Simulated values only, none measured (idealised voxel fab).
Title: Process Module voxel gate over fins
This is section cut - it's 250 nm across, gridded in 5 nm square cells.
In what follows, cross-sections appear as grids of square cells, described through bands that run from the top down, where every band is one or more rows of cells.
Band: top height; bottom height; in nm. Then, left to right: material with width in nm, for each material. "everywhere": a single material spanning edge to edge. "air": empty space.
Heights are expressed relative to 0, this being the level below which the as-received wafer comprises one material exclusively. The lowest band is unbounded in the downward direction and is denoted as in "z 0 and below".
When a width is written as two numbers, as in "30->40", the first number is the width in the top row of cells of the band and the second is the width in its bottom row, and the width changes by the same amount from each row to the next.
For the purposes of this document, the phrase "same as before" attached to a step denotes that no cell within the cross-section was modified by that step.
Empty spaces without an open route to the top, at least 8 cells in extent, make up the entry "Sealed internal cavities"; each is given as width x height at distance, where the distance is measured from the left edge, and all are in nm.
Step line, after settings: the simulator's comment on this step.
overlay nm: mask offset rightward from planned place, masked step; negative means leftward offset.
For the reader: what remains of this document is a series of pairs, each showing a cross-section before one process step and a cross-section after that step which reaches down only to the lowest band that changed, with the step between them and its settings set out under the pair. It should not be assumed that a pair continues from the pair above it; the pairs can come from different runs of this module on the same starting wafer, and such continuity exists only where the entry headed "State on entry" says so.

**State on entry**
z 0 and below: Si everywhere
Sealed internal cavities: none

**After the Step**
z 5 to 0: SiN everywhere
At heights below 0, the structure remains unaltered.
Sealed internal cavities: none
What process step lies between the two cross-sections above? CONFORMAL_DEP with material SiN, thk nm 5

State on entry: it's just the after picture from the pair right above this one.

**After the Step**
z 5 to 0: 100 of air, 15 of SiN, 20 of air, 15 of SiN, 100 of air
At heights below 0, the structure remains unaltered.
Sealed internal cavities: none
What process step lies between the two cross-sections above? MASKED_ETCH with tone cover, mask id FINS, width nm 15, pitch nm 35, etch materials SiN, depth nm 5, overlay nm 0

State on entry: it's just the after picture from the pair right above this one.

**After the Step**
z 5 to 0: 100 of air, 15 of SiN, 20 of air, 15 of SiN, 100 of air
z 0 to -40: 100 of air, 15 of Si, 20 of air, 15 of Si, 100 of air
At heights below -40, the structure remains unaltered.
Sealed internal cavities: none
What process step lies between the two cross-sections above? MASKED_ETCH with tone cover, mask id FINS, width nm 15, pitch nm 35, etch materials Si, depth nm 40, overlay nm 0

State on entry: it's just the after picture from the pair right above this one.

**After the Step**
z 15 to 5: SiO2 everywhere
z 5 to 0: 100 of SiO2, 15 of SiN, 20 of SiO2, 15 of SiN, 100 of SiO2
z 0 to -40: 100 of SiO2, 15 of Si, 20 of SiO2, 15 of Si, 100 of SiO2
At heights below -40, the structure remains unaltered.
Sealed internal cavities: none
What process step lies between the two cross-sections above? FILL_DEP with material SiO2, thk nm 10

State on entry: it's just the after picture from the pair right above this one.

**After the Step**
z 5 to 0: 100 of SiO2, 15 of SiN, 20 of SiO2, 15 of SiN, 100 of SiO2
At heights below 0, the structure remains unaltered.
Sealed internal cavities: none
What process step lies between the two cross-sections above? CMP with height nm 5

State on entry: it's just the after picture from the pair right above this one.

**After the Step**
z 5 to 0: 100 of air, 15 of SiN, 20 of air, 15 of SiN, 100 of air
z 0 to -10: 100 of air, 15 of Si, 20 of air, 15 of Si, 100 of air
At heights below -10, the structure remains unaltered.
Sealed internal cavities: none
What process step lies between the two cross-sections above? SELECTIVE_ETCH with etch materials SiO2, depth nm 15

State on entry: it's just the after picture from the pair right above this one.

**After the Step**
z 0 to -10: 100 of air, 15 of Si, 20 of air, 15 of Si, 100 of air
At heights below -10, the structure remains unaltered.
Sealed internal cavities: none
What process step lies between the two cross-sections above? STRIP with etch materials SiN

State on entry: it's just the after picture from the pair right above this one.

**After the Step**
z 5 to 0: 95 of air, 25 of HfO2, 10 of air, 25 of HfO2, 95 of air
z 0 to -5: 95 of air, 5 of HfO2, 15 of Si, 5 of HfO2, 10 of air, 5 of HfO2, 15 of Si, 5 of HfO2, 95 of air
z -5 to -10: 100 of HfO2, 15 of Si, 20 of HfO2, 15 of Si, 100 of HfO2
At heights below -10, the structure remains unaltered.
Sealed internal cavities: none
What process step lies between the two cross-sections above? CONFORMAL_DEP with material HfO2, thk nm 5

State on entry: it's just the after picture from the pair right above this one.

**After the Step**
z 10 to 5: 90 of air, 70 of TiN, 90 of air
z 5 to 0: 90 of air, 5 of TiN, 25 of HfO2, 10 of TiN, 25 of HfO2, 5 of TiN, 90 of air
z 0 to -5: 95 of TiN, 5 of HfO2, 15 of Si, 5 of HfO2, 10 of TiN, 5 of HfO2, 15 of Si, 5 of HfO2, 95 of TiN
At heights below -5, the structure remains unaltered.
Sealed internal cavities: none
What process step lies between the two cross-sections above? CONFORMAL_DEP with material TiN, thk nm 5

State on entry: it's just the after picture from the pair right above this one.

**After the Step**
z 20 to 10: W everywhere
z 10 to 5: 90 of W, 70 of TiN, 90 of W
z 5 to 0: 90 of W, 5 of TiN, 25 of HfO2, 10 of TiN, 25 of HfO2, 5 of TiN, 90 of W
At heights below 0, the structure remains unaltered.
Sealed internal cavities: none
What process step lies between the two cross-sections above? FILL_DEP with material W, thk nm 10

State on entry: it's just the after picture from the pair right above this one.

**After the Step**
z 15 to 10: W everywhere
At heights below 10, the structure remains unaltered.
Sealed internal cavities: none
What process step lies between the two cross-sections above? CMP with height nm 15

State on entry: it's just the after picture from the pair right above this one.

**After the Step**
z 25 to 15: SiCN everywhere
At heights below 15, the structure remains unaltered.
Sealed internal cavities: none
What process step lies between the two cross-sections above? CONFORMAL_DEP with material SiCN, thk nm 10

**State on entry**
z 0 to -10: 100 of air, 15 of Si, 20 of air, 15 of Si, 100 of air
z -10 to -40: 100 of SiO2, 15 of Si, 20 of SiO2, 15 of Si, 100 of SiO2
z -40 and below: Si everywhere
Sealed internal cavities: none

**After the Step**
z 5 to 0: 95 of air, 25 of TiN, 10 of air, 25 of TiN, 95 of air
z 0 to -5: 95 of air, 5 of TiN, 15 of Si, 5 of TiN, 10 of air, 5 of TiN, 15 of Si, 5 of TiN, 95 of air
z -5 to -10: 100 of TiN, 15 of Si, 20 of TiN, 15 of Si, 100 of TiN
At heights below -10, the structure remains unaltered.
Sealed internal cavities: none
What process step lies between the two cross-sections above? CONFORMAL_DEP with material TiN, thk nm 5

State on entry: it's just the after picture from the pair right above this one.

**After the Step**
z 15 to 5: W everywhere
z 5 to 0: 95 of W, 25 of TiN, 10 of W, 25 of TiN, 95 of W
z 0 to -5: 95 of W, 5 of TiN, 15 of Si, 5 of TiN, 10 of W, 5 of TiN, 15 of Si, 5 of TiN, 95 of W
At heights below -5, the structure remains unaltered.
Sealed internal cavities: none
What process step lies between the two cross-sections above? FILL_DEP with material W, thk nm 10

State on entry: it's just the after picture from the pair right above this one.

**After the Step**
z 25 to 15: SiCN everywhere
At heights below 15, the structure remains unaltered.
Sealed internal cavities: none
What process step lies between the two cross-sections above? CONFORMAL_DEP with material SiCN, thk nm 10

**State on entry**
z 5 to 0: 100 of air, 15 of SiN, 20 of air, 15 of SiN, 100 of air
z 0 to -10: 100 of air, 15 of Si, 20 of air, 15 of Si, 100 of air
z -10 to -40: 100 of SiO2, 15 of Si, 20 of SiO2, 15 of Si, 100 of SiO2
z -40 and below: Si everywhere
Sealed internal cavities: none

**After the Step**
z 5 to 0: 100 of air, 15 of SiN, 20 of air, 15 of SiN, 100 of air
z 0 to -25: 100 of air, 15 of Si, 20 of air, 15 of Si, 100 of air
At heights below -25, the structure remains unaltered.
Sealed internal cavities: none
What process step lies between the two cross-sections above? SELECTIVE_ETCH with etch materials SiO2, depth nm 15

State on entry: it's just the after picture from the pair right above this one.

**After the Step**
z 0 to -25: 100 of air, 15 of Si, 20 of air, 15 of Si, 100 of air
At heights below -25, the structure remains unaltered.
Sealed internal cavities: none
What process step lies between the two cross-sections above? STRIP with etch materials SiN

State on entry: it's just the after picture from the pair right above this one.

**After the Step**
z 5 to 0: 95 of air, 25 of HfO2, 10 of air, 25 of HfO2, 95 of air
z 0 to -20: 95 of air, 5 of HfO2, 15 of Si, 5 of HfO2, 10 of air, 5 of HfO2, 15 of Si, 5 of HfO2, 95 of air
z -20 to -25: 100 of HfO2, 15 of Si, 20 of HfO2, 15 of Si, 100 of HfO2
At heights below -25, the structure remains unaltered.
Sealed internal cavities: none
What process step lies between the two cross-sections above? CONFORMAL_DEP with material HfO2, thk nm 5

State on entry: it's just the after picture from the pair right above this one.

**After the Step**
z 10 to 5: 90 of air, 70 of TiN, 90 of air
z 5 to 0: 90 of air, 5 of TiN, 25 of HfO2, 10 of TiN, 25 of HfO2, 5 of TiN, 90 of air
z 0 to -15: 90 of air, 5 of TiN, 5 of HfO2, 15 of Si, 5 of HfO2, 10 of TiN, 5 of HfO2, 15 of Si, 5 of HfO2, 5 of TiN, 90 of air
z -15 to -20: 95 of TiN, 5 of HfO2, 15 of Si, 5 of HfO2, 10 of TiN, 5 of HfO2, 15 of Si, 5 of HfO2, 95 of TiN
At heights below -20, the structure remains unaltered.
Sealed internal cavities: none
What process step lies between the two cross-sections above? CONFORMAL_DEP with material TiN, thk nm 5

State on entry: it's just the after picture from the pair right above this one.

**After the Step**
z 20 to 10: W everywhere
z 10 to 5: 90 of W, 70 of TiN, 90 of W
z 5 to 0: 90 of W, 5 of TiN, 25 of HfO2, 10 of TiN, 25 of HfO2, 5 of TiN, 90 of W
z 0 to -15: 90 of W, 5 of TiN, 5 of HfO2, 15 of Si, 5 of HfO2, 10 of TiN, 5 of HfO2, 15 of Si, 5 of HfO2, 5 of TiN, 90 of W
At heights below -15, the structure remains unaltered.
Sealed internal cavities: none
What process step lies between the two cross-sections above? FILL_DEP with material W, thk nm 10

State on entry: it's just the after picture from the pair right above this one.

**After the Step**
z 15 to 10: W everywhere
At heights below 10, the structure remains unaltered.
Sealed internal cavities: none
What process step lies between the two cross-sections above? CMP with height nm 15

State on entry: it's just the after picture from the pair right above this one.

**After the Step**
z 25 to 15: SiCN everywhere
At heights below 15, the structure remains unaltered.
Sealed internal cavities: none
What process step lies between the two cross-sections above? CONFORMAL_DEP with material SiCN, thk nm 10

**State on entry**
z 5 to 0: 95 of air, 25 of TiN, 10 of air, 25 of TiN, 95 of air
z 0 to -5: 95 of air, 5 of TiN, 15 of Si, 5 of TiN, 10 of air, 5 of TiN, 15 of Si, 5 of TiN, 95 of air
z -5 to -10: 100 of TiN, 15 of Si, 20 of TiN, 15 of Si, 100 of TiN
z -10 to -40: 100 of SiO2, 15 of Si, 20 of SiO2, 15 of Si, 100 of SiO2
z -40 and below: Si everywhere
Sealed internal cavities: none

**After the Step**
z 10 to 5: 90 of air, 70 of HfO2, 90 of air
z 5 to 0: 90 of air, 5 of HfO2, 25 of TiN, 10 of HfO2, 25 of TiN, 5 of HfO2, 90 of air
z 0 to -5: 95 of HfO2, 5 of TiN, 15 of Si, 5 of TiN, 10 of HfO2, 5 of TiN, 15 of Si, 5 of TiN, 95 of HfO2
At heights below -5, the structure remains unaltered.
Sealed internal cavities: none
What process step lies between the two cross-sections above? CONFORMAL_DEP with material HfO2, thk nm 5

State on entry: it's just the after picture from the pair right above this one.

**After the Step**
z 20 to 10: W everywhere
z 10 to 5: 90 of W, 70 of HfO2, 90 of W
z 5 to 0: 90 of W, 5 of HfO2, 25 of TiN, 10 of HfO2, 25 of TiN, 5 of HfO2, 90 of W
At heights below 0, the structure remains unaltered.
Sealed internal cavities: none
What process step lies between the two cross-sections above? FILL_DEP with material W, thk nm 10

State on entry: it's just the after picture from the pair right above this one.

**After the Step**
z 15 to 10: W everywhere
At heights below 10, the structure remains unaltered.
Sealed internal cavities: none
What process step lies between the two cross-sections above? CMP with height nm 15

State on entry: it's just the after picture from the pair right above this one.

**After the Step**
z 25 to 15: SiCN everywhere
At heights below 15, the structure remains unaltered.
Sealed internal cavities: none
What process step lies between the two cross-sections above? CONFORMAL_DEP with material SiCN, thk nm 10

**State on entry**
z 15 to 5: SiO2 everywhere
z 5 to 0: 100 of SiO2, 15 of SiN, 20 of SiO2, 15 of SiN, 100 of SiO2
z 0 to -40: 100 of SiO2, 15 of Si, 20 of SiO2, 15 of Si, 100 of SiO2
z -40 and below: Si everywhere
Sealed internal cavities: none

**After the Step**
z -5 to -40: 100 of SiO2, 15 of Si, 20 of SiO2, 15 of Si, 100 of SiO2
At heights below -40, the structure remains unaltered.
Sealed internal cavities: none
What process step lies between the two cross-sections above? CMP with height nm -5

State on entry: it's just the after picture from the pair right above this one.

**After the Step**
z -5 to -20: 100 of air, 15 of Si, 20 of air, 15 of Si, 100 of air
At heights below -20, the structure remains unaltered.
Sealed internal cavities: none
What process step lies between the two cross-sections above? SELECTIVE_ETCH with etch materials SiO2, depth nm 15

State on entry: it's just the after picture from the pair right above this one.

**After the Step**
z 0 to -5: 95 of air, 25 of HfO2, 10 of air, 25 of HfO2, 95 of air
z -5 to -15: 95 of air, 5 of HfO2, 15 of Si, 5 of HfO2, 10 of air, 5 of HfO2, 15 of Si, 5 of HfO2, 95 of air
z -15 to -20: 100 of HfO2, 15 of Si, 20 of HfO2, 15 of Si, 100 of HfO2
At heights below -20, the structure remains unaltered.
Sealed internal cavities: none
What process step lies between the two cross-sections above? CONFORMAL_DEP with material HfO2, thk nm 5

State on entry: it's just the after picture from the pair right above this one.

**After the Step**
z 5 to 0: 90 of air, 70 of TiN, 90 of air
z 0 to -5: 90 of air, 5 of TiN, 25 of HfO2, 10 of TiN, 25 of HfO2, 5 of TiN, 90 of air
z -5 to -10: 90 of air, 5 of TiN, 5 of HfO2, 15 of Si, 5 of HfO2, 10 of TiN, 5 of HfO2, 15 of Si, 5 of HfO2, 5 of TiN, 90 of air
z -10 to -15: 95 of TiN, 5 of HfO2, 15 of Si, 5 of HfO2, 10 of TiN, 5 of HfO2, 15 of Si, 5 of HfO2, 95 of TiN
At heights below -15, the structure remains unaltered.
Sealed internal cavities: none
What process step lies between the two cross-sections above? CONFORMAL_DEP with material TiN, thk nm 5

State on entry: it's just the after picture from the pair right above this one.

**After the Step**
z 15 to 5: W everywhere
z 5 to 0: 90 of W, 70 of TiN, 90 of W
z 0 to -5: 90 of W, 5 of TiN, 25 of HfO2, 10 of TiN, 25 of HfO2, 5 of TiN, 90 of W
z -5 to -10: 90 of W, 5 of TiN, 5 of HfO2, 15 of Si, 5 of HfO2, 10 of TiN, 5 of HfO2, 15 of Si, 5 of HfO2, 5 of TiN, 90 of W
At heights below -10, the structure remains unaltered.
Sealed internal cavities: none
What process step lies between the two cross-sections above? FILL_DEP with material W, thk nm 10

State on entry: it's just the after picture from the pair right above this one.

**After the Step**
z 25 to 15: SiCN everywhere
At heights below 15, the structure remains unaltered.
Sealed internal cavities: none
What process step lies between the two cross-sections above? CONFORMAL_DEP with material SiCN, thk nm 10

**State on entry**
z 0 to -10: 100 of air, 15 of Si, 20 of air, 15 of Si, 100 of air
z -10 to -40: 100 of SiO2, 15 of Si, 20 of SiO2, 15 of Si, 100 of SiO2
z -40 and below: Si everywhere
Sealed internal cavities: none

**After the Step**
z 5 to 0: 95 of air, 25 of SiN, 10 of air, 25 of SiN, 95 of air
z 0 to -5: 95 of air, 5 of SiN, 15 of Si, 5 of SiN, 10 of air, 5 of SiN, 15 of Si, 5 of SiN, 95 of air
z -5 to -10: 100 of SiN, 15 of Si, 20 of SiN, 15 of Si, 100 of SiN
At heights below -10, the structure remains unaltered.
Sealed internal cavities: none
What process step lies between the two cross-sections above? CONFORMAL_DEP with material SiN, thk nm 5

State on entry: it's just the after picture from the pair right above this one.

**After the Step**
z 10 to 5: 90 of air, 70 of TiN, 90 of air
z 5 to 0: 90 of air, 5 of TiN, 25 of SiN, 10 of TiN, 25 of SiN, 5 of TiN, 90 of air
z 0 to -5: 95 of TiN, 5 of SiN, 15 of Si, 5 of SiN, 10 of TiN, 5 of SiN, 15 of Si, 5 of SiN, 95 of TiN
At heights below -5, the structure remains unaltered.
Sealed internal cavities: none
What process step lies between the two cross-sections above? CONFORMAL_DEP with material TiN, thk nm 5

State on entry: it's just the after picture from the pair right above this one.

**After the Step**
z 20 to 10: W everywhere
z 10 to 5: 90 of W, 70 of TiN, 90 of W
z 5 to 0: 90 of W, 5 of TiN, 25 of SiN, 10 of TiN, 25 of SiN, 5 of TiN, 90 of W
At heights below 0, the structure remains unaltered.
Sealed internal cavities: none
What process step lies between the two cross-sections above? FILL_DEP with material W, thk nm 10

State on entry: it's just the after picture from the pair right above this one.

**After the Step**
z 15 to 10: W everywhere
At heights below 10, the structure remains unaltered.
Sealed internal cavities: none
What process step lies between the two cross-sections above? CMP with height nm 15

State on entry: it's just the after picture from the pair right above this one.

**After the Step**
z 25 to 15: SiCN everywhere
At heights below 15, the structure remains unaltered.
Sealed internal cavities: none
What process step lies between the two cross-sections above? CONFORMAL_DEP with material SiCN, thk nm 10
